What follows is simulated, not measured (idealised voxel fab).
Proc. module: voxel wiring stack
FYI the section here is cut, 250 nm wide, cells are 5 nm squares.
In what follows, cross-sections appear as grids of square cells, described through bands that run from the top down, where every band is one or more rows of cells.
A band entry consists of two parts. The first gives the height of the band's top and the height of its bottom, in nm. The rest lists the band's materials from left to right, each with its width in nm. A single material labelled with the word "throughout" fills the band from edge to edge, and the word "blank" marks empty space.
Height datum 0, below which the as-received substrate wafer is one material. Lowest band open at the bottom, running downward: "top 0, no bottom".
The width entry "30..40" should be interpreted row by row: the top row of cells in the band takes the first number, the bottom row takes the second number, and the change between adjacent rows is uniform throughout.
No cell of the cross-section changed in a step that is given as "same as before".
Sealed void inventory: empty space of 8 cells or more with no open way to the top, each as width x height at its distance from the left edge, in nm
Past the settings on a step's line: simulator remark, on that step.
You can add "overlay nm" to a step's line. For a step with a mask, it describes how far the mask lay to the right of its planned position, and a negative number describes a lay to the left.

## The process steps that were planned are listed below
- 1: RECEIVE with material Si
- 2: CONFORMAL_DEP with material SiO2, thk nm 15
- 3: CONFORMAL_DEP with material SiN, thk nm 5
- 4: DIRECTIONAL_DEP with material lowk, thk nm 25
- 5: DIRECTIONAL_DEP with material aC, thk nm 10
- 6: PATTERN with tone open, mask id METAL_1, material resist, width nm 25, pitch nm 45, thk nm 25, overlay nm 0
- 7: DIRECTIONAL_ETCH with etch materials aC, depth nm 10
- 8: STRIP with etch materials resist
- 9: DIRECTIONAL_ETCH with etch materials lowk, depth nm 25
- 10: DIRECTIONAL_ETCH with etch materials SiN, depth nm 5
- 11: STRIP with etch materials aC
- 12: CONFORMAL_DEP with material TiN, thk nm 5
- 13: FILL_DEP with material W, thk nm 10
- 14: CMP with height nm 45
- 15: CONFORMAL_DEP with material SiCN, thk nm 5
- 16: DIRECTIONAL_DEP with material lowk, thk nm 20
- 17: MASKED_ETCH with tone open, mask id PLUG_1, width nm 15, pitch nm 90, etch materials lowk, depth nm 20, overlay nm 0
- 18: MASKED_ETCH with tone open, mask id PLUG_1, width nm 15, pitch nm 90, etch materials SiCN, depth nm 5, overlay nm 0
- 19: EPI with material Ru, thk nm 10
- 20: EPI with material Ru, thk nm 10
- 21: EPI with material Ru, thk nm 5
- 22: CONFORMAL_DEP with material SiN, thk nm 5
- 23: DIRECTIONAL_DEP with material lowk, thk nm 25
- 24: MASKED_ETCH with tone open, mask id METAL_2, width nm 25, pitch nm 45, etch materials lowk, depth nm 25, overlay nm 0
- 25: MASKED_ETCH with tone open, mask id METAL_2, width nm 25, pitch nm 45, etch materials SiN, depth nm 5, overlay nm 0
- 26: CONFORMAL_DEP with material TiN, thk nm 5
- 27: FILL_DEP with material Ru, thk nm 10
- 28: CMP with height nm 100
- 29: CONFORMAL_DEP with material SiCN, thk nm 5
- 30: DIRECTIONAL_DEP with material lowk, thk nm 10
- 31: PATTERN with tone open, mask id PLUG_2, material resist, width nm 15, pitch nm 45, thk nm 20, overlay nm 0
- 32: DIRECTIONAL_ETCH with etch materials lowk, depth nm 10
- 33: DIRECTIONAL_ETCH with etch materials SiCN, depth nm 5
- 34: STRIP with etch materials resist
- 35: CONFORMAL_DEP with material TiN, thk nm 5
- 36: FILL_DEP with material W, thk nm 10
- 37: CMP with height nm 115
- 38: DIRECTIONAL_DEP with material TiN, thk nm 5
- 39: DIRECTIONAL_DEP with material W, thk nm 15
- 40: DIRECTIONAL_DEP with material aC, thk nm 10
- 41: PATTERN with tone cover, mask id METAL_3, material resist, width nm 25, pitch nm 45, thk nm 30, overlay nm 0
- 42: DIRECTIONAL_ETCH with etch materials aC, depth nm 10
- 43: STRIP with etch materials resist
- 44: DIRECTIONAL_ETCH with etch materials W, depth nm 15
- 45: DIRECTIONAL_ETCH with etch materials TiN, depth nm 5
- 46: STRIP with etch materials aC
- 47: FILL_DEP with material lowk, thk nm 10
- 48: CMP with height nm 135
- 49: CONFORMAL_DEP with material SiN, thk nm 5

## Cross-sectional view of the wafer in its as-received condition, corresponding to the state after step 1
  top 0, no bottom  Si throughout
  Sealed void inventory: none

## End-of-module XS, first of two wafers, run as planned
  top 140, bottom 135  SiN throughout
  top 135, bottom 120  lowk=45, W=25, lowk=20, W=25, lowk=20, W=25, lowk=20, W=25, lowk=45
  top 120, bottom 115  lowk=45, TiN=25, lowk=20, TiN=25, lowk=20, TiN=25, lowk=20, TiN=25, lowk=45
  top 115, bottom 105  lowk=45, TiN=5, W=5, TiN=5, lowk=30, TiN=5, W=5, TiN=5, lowk=30, TiN=5, W=5, TiN=5, lowk=30, TiN=5, W=5, TiN=5, lowk=55
  top 105, bottom 100  SiCN=45, TiN=15, SiCN=30, TiN=15, SiCN=30, TiN=15, SiCN=30, TiN=15, SiCN=55
  top 100, bottom 75  lowk=45, TiN=5, Ru=15, TiN=5, lowk=20, TiN=5, Ru=15, TiN=5, lowk=20, TiN=5, Ru=15, TiN=5, lowk=20, TiN=5, Ru=15, TiN=5, lowk=45
  top 75, bottom 70  SiN=45, TiN=25, SiN=20, TiN=25, SiN=20, TiN=25, SiN=20, TiN=25, SiN=45
  top 70, bottom 50  lowk=45, Ru=15, lowk=75, Ru=15, lowk=100
  top 50, bottom 45  SiCN=45, Ru=15, SiCN=75, Ru=15, SiCN=100
  top 45, bottom 20  lowk=45, TiN=5, W=15, TiN=5, lowk=20, TiN=5, W=15, TiN=5, lowk=20, TiN=5, W=15, TiN=5, lowk=20, TiN=5, W=15, TiN=5, lowk=45
  top 20, bottom 15  SiN=45, TiN=25, SiN=20, TiN=25, SiN=20, TiN=25, SiN=20, TiN=25, SiN=45
  top 15, bottom 0  SiO2 throughout
  top 0, no bottom  Si throughout
  Sealed void inventory: none

## Cross-sectional view: second of two wafers, end of module; start and plan identical to the first, one mistake in running
  top 140, bottom 135  SiN throughout
  top 135, bottom 120  lowk=45, W=25, lowk=20, W=25, lowk=20, W=25, lowk=20, W=25, lowk=45
  top 120, bottom 115  lowk=45, TiN=25, lowk=20, TiN=25, lowk=20, TiN=25, lowk=20, TiN=25, lowk=45
  top 115, bottom 105  lowk=45, TiN=5, W=5, TiN=5, lowk=30, TiN=5, W=5, TiN=5, lowk=30, TiN=5, W=5, TiN=5, lowk=30, TiN=5, W=5, TiN=5, lowk=55
  top 105, bottom 100  SiCN=45, TiN=15, SiCN=30, TiN=15, SiCN=30, TiN=15, SiCN=30, TiN=15, SiCN=55
  top 100, bottom 75  lowk=45, TiN=5, Ru=15, TiN=5, lowk=20, TiN=5, Ru=15, TiN=5, lowk=20, TiN=5, Ru=15, TiN=5, lowk=20, TiN=5, Ru=15, TiN=5, lowk=45
  top 75, bottom 70  SiN=45, TiN=25, SiN=20, TiN=25, SiN=20, TiN=25, SiN=20, TiN=25, SiN=45
  top 70, bottom 50  lowk=45, Ru=15, lowk=75, Ru=15, lowk=100
  top 50, bottom 45  SiCN=45, Ru=15, SiCN=75, Ru=15, SiCN=100
  top 45, bottom 25  lowk=45, TiN=5, W=15, TiN=5, lowk=20, TiN=5, W=15, TiN=5, lowk=20, TiN=5, W=15, TiN=5, lowk=20, TiN=5, W=15, TiN=5, lowk=45
  top 25, bottom 20  lowk=45, TiN=25, lowk=20, TiN=25, lowk=20, TiN=25, lowk=20, TiN=25, lowk=45
  top 20, bottom 15  lowk throughout
  top 15, bottom 0  SiO2 throughout
  top 0, no bottom  Si throughout
  Sealed void inventory: none
The mistake made against the process plan was this: it should be noted that step 3 was executed with settings other than those planned, the operation and settings actually applied being CONFORMAL_DEP with material lowk, thk nm 5
Final difference in cells, second wafer against first, listed per material as more or fewer: SiN: 30 fewer; TiN: 8 fewer; W: 12 fewer; lowk: 50 more
